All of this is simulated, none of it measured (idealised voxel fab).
process module | voxel local oxidation
cross-section cut | 160 nm wide | cells 5 nm
A cross-section is a grid of square cells, given in bands from the top down. A band is one or more rows of cells.
Each band's line starts with the height of the band's top and of its bottom, in nm. Then come its materials from left to right, each with its width in nm. One material with "throughout" fills the band from edge to edge. "air" is empty space.
Height 0 is the level under which the wafer as received is all one material. The lowest band goes on downwards, as in "0 down".
A width such as "30 to 40" changes by the same amount from each row of cells to the next, from the band's top row to its bottom row.
"no change" after a step means that no cell of the cross-section changed.
closed voids: empty space of 8 cells or more with no open way to the top, each as width x height at its distance from the left edge, in nm
after a step's settings: what the simulator itself notes on the step
overlay nm, on a step with a mask: how far to the right of its planned place the mask lay; to the left if negative
Each pair below shows a cross-section before one step and the cross-section after it, down to the lowest band that changed. The line under each pair gives the step between them, with its settings. The pairs can come from different runs of this module on the same starting wafer, so a pair continues from the pair above only where its "before" says so.
before
  0 down: Si throughout
  closed voids: none
after
  0 to -5: SiO2 throughout
  below -5: unchanged
  closed voids: none
the step between: op OXIDIZE | depth nm 5
before: the cross-section after the pair above
after
  10 to 0: SiN throughout
  below 0: unchanged
  closed voids: none
the step between: op CONFORMAL_DEP | material SiN | thk nm 10
before: the cross-section after the pair above
after
  20 to 10: aC throughout
  below 10: unchanged
  closed voids: none
the step between: op DIRECTIONAL_DEP | material aC | thk nm 10
before: the cross-section after the pair above
after
  50 to 20: air 30 | resist 95 | air 35
  below 20: unchanged
  closed voids: none
the step between: op PATTERN | tone cover | mask id ACTIVE | material resist | width nm 95 | thk nm 30 | overlay nm 0
before: the cross-section after the pair above
after
  40 to 20: air 30 | resist 95 | air 35
  20 to 10: air 30 | aC 95 | air 35
  below 10: unchanged
  closed voids: none
the step between: op DIRECTIONAL_ETCH | etch materials aC | depth nm 10
before: the cross-section after the pair above
after
  20 to 10: air 30 | aC 95 | air 35
  below 10: unchanged
  closed voids: none
the step between: op STRIP | etch materials resist
before: the cross-section after the pair above
after
  20 to 10: air 30 | aC 95 | air 35
  10 to 0: air 30 | SiN 95 | air 35
  below 0: unchanged
  closed voids: none
the step between: op DIRECTIONAL_ETCH | etch materials SiN | depth nm 10
before: the cross-section after the pair above
after
  10 to 0: air 30 | SiN 95 | air 35
  below 0: unchanged
  closed voids: none
the step between: op STRIP | etch materials aC
before: the cross-section after the pair above
after
  10 to 0: air 30 | SiN 95 | air 35
  0 to -5: air 35 | SiO2 85 | air 40
  below -5: unchanged
  closed voids: none
the step between: op SELECTIVE_ETCH | etch materials SiO2 | depth nm 5
before: the cross-section after the pair above
after
  10 to 0: air 30 | SiN 95 | air 35
  0 to -5: air 35 | SiO2 85 | air 40
  -5 to -20: SiO2 50 | Si 55 | SiO2 55
  below -20: unchanged
  closed voids: none
the step between: op OXIDIZE | depth nm 15
before: the cross-section after the pair above
after
  0 to -5: air 35 | SiO2 85 | air 40
  below -5: unchanged
  closed voids: none
the step between: op STRIP | etch materials SiN
before
  40 to 20: air 30 | resist 95 | air 35
  20 to 10: air 30 | aC 95 | air 35
  10 to 0: SiN throughout
  0 to -5: SiO2 throughout
  -5 down: Si throughout
  closed voids: none
after
  40 to 20: air 30 | resist 95 | air 35
  20 to 10: air 30 | aC 95 | air 35
  10 to 0: air 30 | SiN 95 | air 35
  below 0: unchanged
  closed voids: none
the step between: op DIRECTIONAL_ETCH | etch materials SiN | depth nm 10
before: the cross-section after the pair above
after
  10 to 0: air 30 | SiN 95 | air 35
  below 0: unchanged
  closed voids: none
the step between: op STRIP | etch materials aC
before
  10 to 0: air 30 | SiN 95 | air 35
  0 to -5: air 35 | SiO2 85 | air 40
  -5 down: Si throughout
  closed voids: none
after
  0 to -5: air 35 | SiO2 85 | air 40
  below -5: unchanged
  closed voids: none
the step between: op STRIP | etch materials SiN
before: the cross-section after the pair above
after
  0 to -5: air 35 | SiO2 85 | air 40
  -5 to -20: SiO2 50 | Si 55 | SiO2 55
  below -20: unchanged
  closed voids: none
the step between: op OXIDIZE | depth nm 15
before
  10 to 0: air 30 | SiN 95 | air 35
  0 to -5: air 35 | SiO2 85 | air 40
  -5 down: Si throughout
  closed voids: none
after
  10 to 0: air 30 | SiN 95 | air 35
  0 to -5: air 35 | SiO2 85 | air 40
  -5 to -10: SiO2 40 | Si 75 | SiO2 45
  below -10: unchanged
  closed voids: none
the step between: op OXIDIZE | depth nm 5
before: the cross-section after the pair above
after
  0 to -5: air 35 | SiO2 85 | air 40
  below -5: unchanged
  closed voids: none
the step between: op STRIP | etch materials SiN
before
  20 to 10: aC throughout
  10 to 0: SiN throughout
  0 to -5: SiO2 throughout
  -5 down: Si throughout
  closed voids: none
after
  50 to 20: air 35 | resist 90 | air 35
  below 20: unchanged
  closed voids: none
the step between: op PATTERN | tone cover | mask id ACTIVE | material resist | width nm 90 | thk nm 30 | overlay nm 0
before: the cross-section after the pair above
after
  40 to 20: air 35 | resist 90 | air 35
  20 to 10: air 35 | aC 90 | air 35
  below 10: unchanged
  closed voids: none
the step between: op DIRECTIONAL_ETCH | etch materials aC | depth nm 10
before: the cross-section after the pair above
after
  20 to 10: air 35 | aC 90 | air 35
  below 10: unchanged
  closed voids: none
the step between: op STRIP | etch materials resist
before: the cross-section after the pair above
after
  20 to 10: air 35 | aC 90 | air 35
  10 to 0: air 35 | SiN 90 | air 35
  below 0: unchanged
  closed voids: none
the step between: op DIRECTIONAL_ETCH | etch materials SiN | depth nm 10
before: the cross-section after the pair above
after
  10 to 0: air 35 | SiN 90 | air 35
  below 0: unchanged
  closed voids: none
the step between: op STRIP | etch materials aC
before: the cross-section after the pair above
after
  10 to 0: air 35 | SiN 90 | air 35
  0 to -5: air 40 | SiO2 80 | air 40
  below -5: unchanged
  closed voids: none
the step between: op SELECTIVE_ETCH | etch materials SiO2 | depth nm 5
before: the cross-section after the pair above
after
  10 to 0: air 35 | SiN 90 | air 35
  0 to -5: air 40 | SiO2 80 | air 40
  -5 to -20: SiO2 55 | Si 50 | SiO2 55
  below -20: unchanged
  closed voids: none
the step between: op OXIDIZE | depth nm 15
before: the cross-section after the pair above
after
  0 to -5: air 40 | SiO2 80 | air 40
  below -5: unchanged
  closed voids: none
the step between: op STRIP | etch materials SiN
before
  20 to 10: aC throughout
  10 to 0: SiN throughout
  0 to -5: SiO2 throughout
  -5 down: Si throughout
  closed voids: none
after
  50 to 20: air 20 | resist 95 | air 45
  below 20: unchanged
  closed voids: none
the step between: op PATTERN | tone cover | mask id ACTIVE | material resist | width nm 95 | thk nm 30 | overlay nm -10
before: the cross-section after the pair above
after
  40 to 20: air 20 | resist 95 | air 45
  20 to 10: air 20 | aC 95 | air 45
  below 10: unchanged
  closed voids: none
the step between: op DIRECTIONAL_ETCH | etch materials aC | depth nm 10
before: the cross-section after the pair above
after
  20 to 10: air 20 | aC 95 | air 45
  below 10: unchanged
  closed voids: none
the step between: op STRIP | etch materials resist
before: the cross-section after the pair above
after
  20 to 10: air 20 | aC 95 | air 45
  10 to 0: air 20 | SiN 95 | air 45
  below 0: unchanged
  closed voids: none
the step between: op DIRECTIONAL_ETCH | etch materials SiN | depth nm 10
before: the cross-section after the pair above
after
  10 to 0: air 20 | SiN 95 | air 45
  below 0: unchanged
  closed voids: none
the step between: op STRIP | etch materials aC
before: the cross-section after the pair above
after
  10 to 0: air 20 | SiN 95 | air 45
  0 to -5: air 25 | SiO2 85 | air 50
  below -5: unchanged
  closed voids: none
the step between: op SELECTIVE_ETCH | etch materials SiO2 | depth nm 5
before: the cross-section after the pair above
after
  10 to 0: air 20 | SiN 95 | air 45
  0 to -5: air 25 | SiO2 85 | air 50
  -5 to -20: SiO2 40 | Si 55 | SiO2 65
  below -20: unchanged
  closed voids: none
the step between: op OXIDIZE | depth nm 15
before: the cross-section after the pair above
after
  0 to -5: air 25 | SiO2 85 | air 50
  below -5: unchanged
  closed voids: none
the step between: op STRIP | etch materials SiN
before
  0 to -5: SiO2 throughout
  -5 down: Si throughout
  closed voids: none
after
  10 to -5: SiO2 throughout
  below -5: unchanged
  closed voids: none
the step between: op CONFORMAL_DEP | material SiO2 | thk nm 10
before: the cross-section after the pair above
after
  20 to 10: aC throughout
  below 10: unchanged
  closed voids: none
the step between: op DIRECTIONAL_DEP | material aC | thk nm 10
before: the cross-section after the pair above
after
  50 to 20: air 30 | resist 95 | air 35
  below 20: unchanged
  closed voids: none
the step between: op PATTERN | tone cover | mask id ACTIVE | material resist | width nm 95 | thk nm 30 | overlay nm 0
before: the cross-section after the pair above
after
  40 to 20: air 30 | resist 95 | air 35
  20 to 10: air 30 | aC 95 | air 35
  below 10: unchanged
  closed voids: none
the step between: op DIRECTIONAL_ETCH | etch materials aC | depth nm 10
before: the cross-section after the pair above
after
  20 to 10: air 30 | aC 95 | air 35
  below 10: unchanged
  closed voids: none
the step between: op STRIP | etch materials resist
before: the cross-section after the pair above
after
  10 to -5: SiO2 throughout
  below -5: unchanged
  closed voids: none
the step between: op STRIP | etch materials aC
before: the cross-section after the pair above
after
  5 to -5: SiO2 throughout
  below -5: unchanged
  closed voids: none
the step between: op SELECTIVE_ETCH | etch materials SiO2 | depth nm 5
before
  20 to 10: aC throughout
  10 to 0: SiN throughout
  0 to -5: SiO2 throughout
  -5 down: Si throughout
  closed voids: none
after
  50 to 20: resist 30 | air 95 | resist 35
  below 20: unchanged
  closed voids: none
the step between: op PATTERN | tone open | mask id ACTIVE | material resist | width nm 95 | thk nm 30 | overlay nm 0
before: the cross-section after the pair above
after
  40 to 20: resist 30 | air 95 | resist 35
  20 to 10: aC 30 | air 95 | aC 35
  below 10: unchanged
  closed voids: none
the step between: op DIRECTIONAL_ETCH | etch materials aC | depth nm 10
before: the cross-section after the pair above
after
  20 to 10: aC 30 | air 95 | aC 35
  below 10: unchanged
  closed voids: none
the step between: op STRIP | etch materials resist
before: the cross-section after the pair above
after
  20 to 10: aC 30 | air 95 | aC 35
  10 to 0: SiN 30 | air 95 | SiN 35
  below 0: unchanged
  closed voids: none
the step between: op DIRECTIONAL_ETCH | etch materials SiN | depth nm 10
before: the cross-section after the pair above
after
  10 to 0: SiN 30 | air 95 | SiN 35
  below 0: unchanged
  closed voids: none
the step between: op STRIP | etch materials aC
before: the cross-section after the pair above
after
  10 to 0: SiN 30 | air 95 | SiN 35
  0 to -5: SiO2 25 | air 105 | SiO2 30
  below -5: unchanged
  closed voids: none
the step between: op SELECTIVE_ETCH | etch materials SiO2 | depth nm 5
before: the cross-section after the pair above
after
  10 to 0: SiN 30 | air 95 | SiN 35
  0 to -5: SiO2 25 | air 105 | SiO2 30
  -5 to -20: Si 10 | SiO2 135 | Si 15
  below -20: unchanged
  closed voids: none
the step between: op OXIDIZE | depth nm 15
before: the cross-section after the pair above
after
  0 to -5: SiO2 25 | air 105 | SiO2 30
  below -5: unchanged
  closed voids: none
the step between: op STRIP | etch materials SiN
